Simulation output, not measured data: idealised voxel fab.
Process module heading - voxel wiring stack
The width of the displayed cross-section, cut, is 225 nm; its cells are square, with a size of 5 nm.
How to read a cross-section here: the picture is a grid of square cells, written as bands going from the top down, and any band can span one or more rows of cells. Band: top height; bottom height; in nm. Then, left to right: material with width in nm, for each material. "edge to edge": a single material spanning edge to edge. "blank": empty space. Heights are reckoned from 0. Under this level, the received wafer is all of one material. The bottommost band is open-ended downward, for example "0..down". Width "30 to 40": first value at the band's top row of cells, second value at its bottom row, equal change from row to row. Step note "everything unchanged" = no cross-section cell changed. For the entry "Enclosed void listing", the listed items are empty spaces with no open way to the top whose size is 8 cells or more; each item follows the pattern width x height at distance, where distance is from the left edge and all three are in nm. Note: text after step settings on the step line = simulator remark on that step. The "overlay nm" setting may appear on a step's line; for a step that uses a mask, it gives how far to the right of its planned position the mask lay, and a negative value indicates the left.

Planned process steps:
1: op RECEIVE | material Si
2: op CONFORMAL_DEP | material SiO2 | thk nm 15
3: op DIRECTIONAL_DEP | material TiN | thk nm 5
4: op DIRECTIONAL_DEP | material Ru | thk nm 25
5: op PATTERN | tone cover | mask id METAL_1 | material resist | width nm 25 | pitch nm 40 | thk nm 20 | overlay nm 0
6: op DIRECTIONAL_ETCH | etch materials Ru | depth nm 25
7: op DIRECTIONAL_ETCH | etch materials TiN | depth nm 5
8: op STRIP | etch materials resist
9: op FILL_DEP | material SiO2 | thk nm 5
10: op CMP | height nm 45
11: op CONFORMAL_DEP | material SiCN | thk nm 5
12: op DIRECTIONAL_DEP | material SiO2 | thk nm 30
13: op PATTERN | tone open | mask id METAL_2_HOLES | material resist | width nm 15 | pitch nm 40 | thk nm 15 | overlay nm 0
14: op DIRECTIONAL_ETCH | etch materials SiO2 | depth nm 30
15: op STRIP | etch materials resist
16: op DIRECTIONAL_DEP | material aC | thk nm 15
17: op PATTERN | tone open | mask id METAL_2 | material resist | width nm 25 | pitch nm 40 | thk nm 35 | overlay nm 0
18: op DIRECTIONAL_ETCH | etch materials aC | depth nm 15
19: op STRIP | etch materials resist
20: op DIRECTIONAL_ETCH | etch materials SiO2 | depth nm 20
21: op DIRECTIONAL_ETCH | etch materials SiCN | depth nm 5
22: op STRIP | etch materials aC
23: op CONFORMAL_DEP | material TiN | thk nm 5
24: op FILL_DEP | material Ru | thk nm 10
25: op CMP | height nm 80
26: op CONFORMAL_DEP | material SiCN | thk nm 5
27: op DIRECTIONAL_DEP | material SiO2 | thk nm 35
28: op MASKED_ETCH | tone open | mask id METAL_3_HOLES | width nm 15 | etch materials SiO2 | depth nm 35 | overlay nm 0
29: op DIRECTIONAL_DEP | material aC | thk nm 10
30: op PATTERN | tone open | mask id METAL_3 | material resist | width nm 25 | pitch nm 40 | thk nm 25 | overlay nm 0
31: op DIRECTIONAL_ETCH | etch materials aC | depth nm 10
32: op STRIP | etch materials resist
33: op DIRECTIONAL_ETCH | etch materials SiO2 | depth nm 20
34: op DIRECTIONAL_ETCH | etch materials SiCN | depth nm 5
35: op STRIP | etch materials aC
36: op CONFORMAL_DEP | material TiN | thk nm 5
37: op FILL_DEP | material Cu | thk nm 10
38: op CMP | height nm 120
39: op CONFORMAL_DEP | material SiCN | thk nm 5
40: op DIRECTIONAL_DEP | material SiO2 | thk nm 25
41: op PATTERN | tone open | mask id METAL_4_HOLES | material resist | width nm 15 | thk nm 15 | overlay nm 0
42: op DIRECTIONAL_ETCH | etch materials SiO2 | depth nm 25
43: op STRIP | etch materials resist
44: op MASKED_ETCH | tone open | mask id METAL_4 | width nm 25 | pitch nm 40 | etch materials SiO2 | depth nm 15 | overlay nm 0
45: op MASKED_ETCH | tone open | mask id METAL_4 | width nm 25 | pitch nm 40 | etch materials SiCN | depth nm 5 | overlay nm 0
46: op CONFORMAL_DEP | material TiN | thk nm 5
47: op FILL_DEP | material Ru | thk nm 10
48: op CMP | height nm 150
49: op CONFORMAL_DEP | material SiN | thk nm 5

This is the cross-section of the wafer as we received it, i.e. after step 1:
* 0..down: Si edge to edge
* Enclosed void listing: none

End-of-module XS, first of two wafers, run as planned:
* 155..150: SiN edge to edge
* 150..140: SiO2=80; TiN=5; Ru=15; TiN=5; SiO2=15; TiN=5; Ru=15; TiN=5; SiO2=80
* 140..135: SiO2=80; TiN=5; Ru=5; TiN=15; SiO2=15; TiN=25; SiO2=80
* 135..125: SiO2=80; TiN=5; Ru=5; TiN=5; SiO2=130
* 125..120: SiCN=80; TiN=15; SiCN=130
* 120..105: SiO2=80; TiN=5; Cu=15; TiN=5; SiO2=15; TiN=5; Cu=15; TiN=5; SiO2=80
* 105..100: SiO2=80; TiN=5; Cu=5; TiN=15; SiO2=15; TiN=25; SiO2=80
* 100..85: SiO2=80; TiN=5; Cu=5; TiN=5; SiO2=130
* 85..80: SiCN=80; TiN=15; SiCN=130
* 80..65: SiO2=80; TiN=5; Ru=15; TiN=5; SiO2=15; TiN=5; Ru=15; TiN=5; SiO2=80
* 65..60: SiO2=80; TiN=5; Ru=5; TiN=15; SiO2=15; TiN=5; Ru=5; TiN=15; SiO2=80
* 60..50: SiO2=80; TiN=5; Ru=5; TiN=5; SiO2=25; TiN=5; Ru=5; TiN=5; SiO2=90
* 50..45: SiCN=80; TiN=15; SiCN=25; TiN=15; SiCN=90
* 45..20: SiO2=80; Ru=25; SiO2=15; Ru=25; SiO2=80
* 20..15: SiO2=80; TiN=25; SiO2=15; TiN=25; SiO2=80
* 15..0: SiO2 edge to edge
* 0..down: Si edge to edge
* Enclosed void listing: none

Now the second wafer, cross-sectioned at the end of the module. Nothing different at the start, nothing different in the plan compared with the first, just one mistake when it was actually run:
* 155..150: SiN edge to edge
* 150..140: SiO2=80; TiN=5; Ru=15; TiN=5; SiO2=15; TiN=5; Ru=15; TiN=5; SiO2=80
* 140..135: SiO2=80; TiN=5; Ru=5; TiN=15; SiO2=15; TiN=25; SiO2=80
* 135..125: SiO2=80; TiN=5; Ru=5; TiN=5; SiO2=130
* 125..120: SiCN=80; TiN=15; SiCN=130
* 120..105: SiO2=80; TiN=5; Cu=15; TiN=5; SiO2=15; TiN=5; Cu=15; TiN=5; SiO2=80
* 105..100: SiO2=80; TiN=5; Cu=5; TiN=15; SiO2=15; TiN=25; SiO2=80
* 100..85: SiO2=80; TiN=5; Cu=5; TiN=5; SiO2=130
* 85..80: SiCN=80; TiN=15; SiCN=130
* 80..65: SiO2=80; TiN=5; Ru=15; TiN=5; SiO2=15; TiN=5; Ru=15; TiN=5; SiO2=80
* 65..60: SiO2=80; TiN=5; Ru=5; TiN=15; SiO2=15; TiN=5; Ru=5; TiN=15; SiO2=80
* 60..50: SiO2=80; TiN=5; Ru=5; TiN=5; SiO2=25; TiN=5; Ru=5; TiN=5; SiO2=90
* 50..45: SiCN=80; TiN=15; SiCN=25; TiN=15; SiCN=90
* 45..40: SiO2 edge to edge
* 40..15: SiO2=80; Ru=25; SiO2=15; Ru=25; SiO2=80
* 15..0: SiO2 edge to edge
* 0..down: Si edge to edge
* Enclosed void listing: none
What went wrong in running the wafer? step 3 was dropped from the plan's execution and never run
Final wafer comparison in cells, second versus first, more or fewer per material: SiO2 +10, TiN -10
